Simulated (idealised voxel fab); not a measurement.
process module | voxel capacitor over wiring
cross-section cut | 230 nm wide | cells 5 nm
A cross-section is a grid of square cells, given in bands from the top down. A band is one or more rows of cells.
Each band's line starts with the height of the band's top and of its bottom, in nm. Then come its materials from left to right, each with its width in nm. One material with "throughout" fills the band from edge to edge. "air" is empty space.
Height 0 is the level under which the wafer as received is all one material. The lowest band goes on downwards, as in "0 down".
A width such as "30 to 40" changes by the same amount from each row of cells to the next, from the band's top row to its bottom row.
"no change" after a step means that no cell of the cross-section changed.
closed voids: empty space of 8 cells or more with no open way to the top, each as width x height at its distance from the left edge, in nm
after a step's settings: what the simulator itself notes on the step
overlay nm, on a step with a mask: how far to the right of its planned place the mask lay; to the left if negative
plan
1 op RECEIVE | material Si
2 op CONFORMAL_DEP | material SiO2 | thk nm 15
3 op DIRECTIONAL_DEP | material TiN | thk nm 5
4 op DIRECTIONAL_DEP | material Ru | thk nm 20
5 op PATTERN | tone cover | mask id METAL_1 | material resist | width nm 30 | pitch nm 80 | thk nm 20 | overlay nm 0
6 op DIRECTIONAL_ETCH | etch materials Ru | depth nm 20
7 op DIRECTIONAL_ETCH | etch materials TiN | depth nm 5
8 op STRIP | etch materials resist
9 op CONFORMAL_DEP | material SiN | thk nm 5
10 op FILL_DEP | material lowk | thk nm 10
11 op CMP | height nm 40
12 op CONFORMAL_DEP | material SiCN | thk nm 5
13 op DIRECTIONAL_DEP | material lowk | thk nm 15
14 op MASKED_ETCH | tone open | mask id PLUG_1 | width nm 15 | etch materials lowk | depth nm 15 | overlay nm 0
15 op MASKED_ETCH | tone open | mask id PLUG_1 | width nm 15 | etch materials SiCN | depth nm 5 | overlay nm 0
16 op CONFORMAL_DEP | material TiN | thk nm 5
17 op FILL_DEP | material W | thk nm 5
18 op CMP | height nm 60
19 op DIRECTIONAL_DEP | material TiN | thk nm 5
20 op DIRECTIONAL_DEP | material HfO2 | thk nm 5
21 op DIRECTIONAL_DEP | material TiN | thk nm 5
22 op PATTERN | tone cover | mask id UPPER_PLATE | material resist | width nm 55 | thk nm 20 | overlay nm 0
23 op DIRECTIONAL_ETCH | etch materials TiN | depth nm 5
24 op DIRECTIONAL_ETCH | etch materials HfO2 | depth nm 5
25 op STRIP | etch materials resist
26 op DIRECTIONAL_DEP | material aC | thk nm 15
27 op PATTERN | tone cover | mask id LOWER_PLATE | material resist | width nm 65 | thk nm 30 | overlay nm 0
28 op DIRECTIONAL_ETCH | etch materials aC | depth nm 15
29 op STRIP | etch materials resist
30 op DIRECTIONAL_ETCH | etch materials TiN | depth nm 5
31 op STRIP | etch materials aC
32 op FILL_DEP | material SiO2 | thk nm 15
33 op CMP | height nm 85
34 op DIRECTIONAL_DEP | material aC | thk nm 10
35 op PATTERN | tone open | mask id PLUG_2 | material resist | width nm 15 | thk nm 30 | overlay nm 0
36 op DIRECTIONAL_ETCH | etch materials aC | depth nm 10
37 op STRIP | etch materials resist
38 op DIRECTIONAL_ETCH | etch materials SiO2 | depth nm 10
39 op STRIP | etch materials aC
40 op CONFORMAL_DEP | material TiN | thk nm 5
41 op FILL_DEP | material W | thk nm 10
42 op CMP | height nm 85
43 op CONFORMAL_DEP | material SiCN | thk nm 5
varied across the wafers: width nm of step 35. The plan shows the first wafer's value. All wafers start alike
first wafer as received, after step 1
  0 down: Si throughout
  closed voids: none
first wafer at the end, after step 43
  90 to 85: SiCN throughout
  85 to 80: SiO2 85 | TiN 5 | W 5 | TiN 5 | SiO2 130
  80 to 70: SiO2 85 to 75 | TiN 15 to 55 | SiO2 130 to 100
  70 to 65: SiO2 75 | HfO2 55 | SiO2 100
  65 to 60: SiO2 70 | TiN 65 | SiO2 95
  60 to 45: lowk 75 | TiN 5 | W 5 | TiN 5 | lowk 140
  45 to 40: SiCN 75 | TiN 15 | SiCN 140
  40 to 20: lowk 55 | SiN 5 | Ru 30 | SiN 5 | lowk 40 | SiN 5 | Ru 30 | SiN 5 | lowk 55
  20 to 15: SiN 60 | TiN 30 | SiN 50 | TiN 30 | SiN 60
  15 to 0: SiO2 throughout
  0 down: Si throughout
  closed voids: none
last wafer at the end
  90 to 85: SiCN throughout
  85 to 80: SiO2 80 | TiN 5 | W 20 | TiN 5 | SiO2 120
  80 to 70: SiO2 80 to 75 | TiN 30 to 55 | SiO2 120 to 100
  70 to 65: SiO2 75 | HfO2 55 | SiO2 100
  65 to 60: SiO2 70 | TiN 65 | SiO2 95
  60 to 45: lowk 75 | TiN 5 | W 5 | TiN 5 | lowk 140
  45 to 40: SiCN 75 | TiN 15 | SiCN 140
  40 to 20: lowk 55 | SiN 5 | Ru 30 | SiN 5 | lowk 40 | SiN 5 | Ru 30 | SiN 5 | lowk 55
  20 to 15: SiN 60 | TiN 30 | SiN 50 | TiN 30 | SiN 60
  15 to 0: SiO2 throughout
  0 down: Si throughout
  closed voids: none
each wafer at the end: cells of each material gained (+) or lost (-) since it was received, then its closed voids
width nm 15 | +11 HfO2 | +48 Ru | +89 SiCN | +50 SiN | +327 SiO2 | +50 TiN | +4 W | +249 lowk | closed voids: none
width nm 20 | +11 HfO2 | +48 Ru | +89 SiCN | +50 SiN | +325 SiO2 | +51 TiN | +5 W | +249 lowk | closed voids: none
width nm 25 | +11 HfO2 | +48 Ru | +89 SiCN | +50 SiN | +323 SiO2 | +52 TiN | +6 W | +249 lowk | closed voids: none
width nm 30 | +11 HfO2 | +48 Ru | +89 SiCN | +50 SiN | +321 SiO2 | +53 TiN | +7 W | +249 lowk | closed voids: none
